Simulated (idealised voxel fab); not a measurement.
process module | voxel transistor to metal
cross-section cut | 155 nm wide | cells 5 nm
A cross-section is a grid of square cells, given in bands from the top down. A band is one or more rows of cells.
Each band's line starts with the height of the band's top and of its bottom, in nm. Then come its materials from left to right, each with its width in nm. One material with "throughout" fills the band from edge to edge. "air" is empty space.
Height 0 is the level under which the wafer as received is all one material. The lowest band goes on downwards, as in "0 down".
A width such as "30 to 40" changes by the same amount from each row of cells to the next, from the band's top row to its bottom row.
"no change" after a step means that no cell of the cross-section changed.
closed voids: empty space of 8 cells or more with no open way to the top, each as width x height at its distance from the left edge, in nm
after a step's settings: what the simulator itself notes on the step
overlay nm, on a step with a mask: how far to the right of its planned place the mask lay; to the left if negative
plan
1 op RECEIVE | material Si
2 op CONFORMAL_DEP | material SiO2 | thk nm 5
3 op CONFORMAL_DEP | material SiN | thk nm 15
4 op DIRECTIONAL_DEP | material aC | thk nm 10
5 op PATTERN | tone cover | mask id ACTIVE | material resist | width nm 95 | thk nm 30 | overlay nm 0
6 op DIRECTIONAL_ETCH | etch materials aC | depth nm 10
7 op STRIP | etch materials resist
8 op DIRECTIONAL_ETCH | etch materials SiN | depth nm 15
9 op DIRECTIONAL_ETCH | etch materials SiO2 | depth nm 5
10 op DIRECTIONAL_ETCH | etch materials Si | depth nm 20
11 op STRIP | etch materials aC
12 op FILL_DEP | material SiO2 | thk nm 10
13 op CMP | height nm 20
14 op SELECTIVE_ETCH | etch materials SiO2 | depth nm 10
15 op STRIP | etch materials SiN
16 op SELECTIVE_ETCH | etch materials SiO2 | depth nm 5
17 op OXIDIZE | depth nm 5
18 op DIRECTIONAL_DEP | material polySi | thk nm 25
19 op DIRECTIONAL_DEP | material SiCN | thk nm 15
20 op DIRECTIONAL_DEP | material aC | thk nm 15
21 op PATTERN | tone cover | mask id GATE | material resist | width nm 15 | thk nm 35 | overlay nm 0
22 op DIRECTIONAL_ETCH | etch materials aC | depth nm 15
23 op STRIP | etch materials resist
24 op DIRECTIONAL_ETCH | etch materials SiCN | depth nm 25
25 op DIRECTIONAL_ETCH | etch materials polySi | depth nm 35
26 op STRIP | etch materials aC
27 op CONFORMAL_DEP | material SiO2 | thk nm 5
28 op DIRECTIONAL_ETCH | etch materials SiO2 | depth nm 5
29 op CONFORMAL_DEP | material SiN | thk nm 10
30 op DIRECTIONAL_ETCH | etch materials SiN | depth nm 10
31 op DIRECTIONAL_ETCH | etch materials SiO2 | depth nm 5
32 op DIRECTIONAL_ETCH | etch materials Si | depth nm 10
33 op EPI | material SiGe | thk nm 10
34 op FILL_DEP | material SiO2 | thk nm 10
35 op CMP | height nm 40
36 op DIRECTIONAL_DEP | material SiO2 | thk nm 10
37 op DIRECTIONAL_DEP | material aC | thk nm 15
38 op PATTERN | tone open | mask id CONTACT | material resist | width nm 30 | pitch nm 55 | thk nm 30 | overlay nm 0
39 op DIRECTIONAL_ETCH | etch materials aC | depth nm 15
40 op STRIP | etch materials resist
41 op DIRECTIONAL_ETCH | etch materials SiO2 | depth nm 45
42 op STRIP | etch materials aC
43 op CONFORMAL_DEP | material TiN | thk nm 5
44 op FILL_DEP | material Ru | thk nm 10
45 op CMP | height nm 50
46 op DIRECTIONAL_DEP | material TiN | thk nm 5
47 op DIRECTIONAL_DEP | material W | thk nm 20
48 op MASKED_ETCH | tone cover | mask id METAL_1 | width nm 20 | pitch nm 65 | etch materials W | depth nm 20 | overlay nm 0
49 op MASKED_ETCH | tone cover | mask id METAL_1 | width nm 20 | pitch nm 65 | etch materials TiN | depth nm 5 | overlay nm 0
50 op FILL_DEP | material SiO2 | thk nm 10
51 op CMP | height nm 75
52 op CONFORMAL_DEP | material SiN | thk nm 5
as received, after step 1
  0 down: Si throughout
  closed voids: none
first wafer at the end, as planned
  80 to 75: SiN throughout
  75 to 55: SiO2 35 | W 20 | SiO2 45 | W 20 | SiO2 35
  55 to 50: SiO2 35 | TiN 20 | SiO2 45 | TiN 20 | SiO2 35
  50 to 40: SiO2 35 | TiN 5 | Ru 20 to 10 | TiN 5 to 15 | SiO2 25 | TiN 5 to 15 | Ru 20 to 10 | TiN 5 | SiO2 35
  40 to 25: SiO2 35 | TiN 5 | Ru 10 | TiN 5 | SiN 10 | SiO2 5 | SiCN 15 | SiO2 5 | SiN 10 | TiN 5 | Ru 10 | TiN 5 | SiO2 35
  25 to 10: SiO2 35 | TiN 5 | Ru 10 | TiN 5 | SiN 10 | SiO2 5 | polySi 15 | SiO2 5 | SiN 10 | TiN 5 | Ru 10 | TiN 5 | SiO2 35
  10 to 5: SiO2 35 | TiN 20 | SiN 10 | SiO2 5 | polySi 15 | SiO2 5 | SiN 10 | TiN 20 | SiO2 35
  5 to 0: SiO2 30 | SiN 10 | SiGe 15 | SiN 10 | SiO2 5 | polySi 15 | SiO2 5 | SiN 10 | SiGe 15 | SiN 10 | SiO2 30
  0 to -5: SiO2 40 | SiGe 15 | SiO2 45 | SiGe 15 | SiO2 40
  -5 to -15: SiO2 30 | Si 10 | SiGe 15 | Si 45 | SiGe 15 | Si 10 | SiO2 30
  -15 to -20: SiO2 30 | Si 95 | SiO2 30
  -20 down: Si throughout
  closed voids: none
second wafer at the end: like start, like plan, one mistake
  80 to 75: SiN throughout
  75 to 55: SiO2 35 | W 20 | SiO2 45 | W 20 | SiO2 35
  55 to 50: SiO2 35 | TiN 20 | SiO2 45 | TiN 20 | SiO2 35
  50 to 40: SiO2 35 | TiN 5 | Ru 20 to 10 | TiN 5 to 15 | SiO2 25 | TiN 5 to 15 | Ru 20 to 10 | TiN 5 | SiO2 35
  40 to 30: SiO2 35 | TiN 5 | Ru 10 | TiN 5 | SiN 10 | SiO2 5 | SiCN 15 | SiO2 5 | SiN 10 | TiN 5 | Ru 10 | TiN 5 | SiO2 35
  30 to 15: SiO2 35 | TiN 5 | Ru 10 | TiN 5 | SiN 10 | SiO2 5 | polySi 15 | SiO2 5 | SiN 10 | TiN 5 | Ru 10 | TiN 5 | SiO2 35
  15 to 10: SiO2 35 | TiN 20 | SiN 10 | SiO2 5 | polySi 15 | SiO2 5 | SiN 10 | TiN 20 | SiO2 35
  10 to 5: SiO2 35 | TiN 10 | SiGe 10 | SiN 10 | SiO2 5 | polySi 15 | SiO2 5 | SiN 10 | SiGe 10 | TiN 10 | SiO2 35
  5 to 0: SiO2 45 | SiGe 10 | SiO2 45 | SiGe 10 | SiO2 45
  0 to -10: SiO2 30 | SiGe 25 | Si 45 | SiGe 25 | SiO2 30
  -10 to -20: SiO2 30 | Si 95 | SiO2 30
  -20 down: Si throughout
  closed voids: none
what went wrong: steps 15 and 16 were swapped
at the end the second wafer has, in cells: 4 fewer of Ru | 11 more of Si | 3 fewer of SiCN | 4 more of SiGe | 8 fewer of SiN
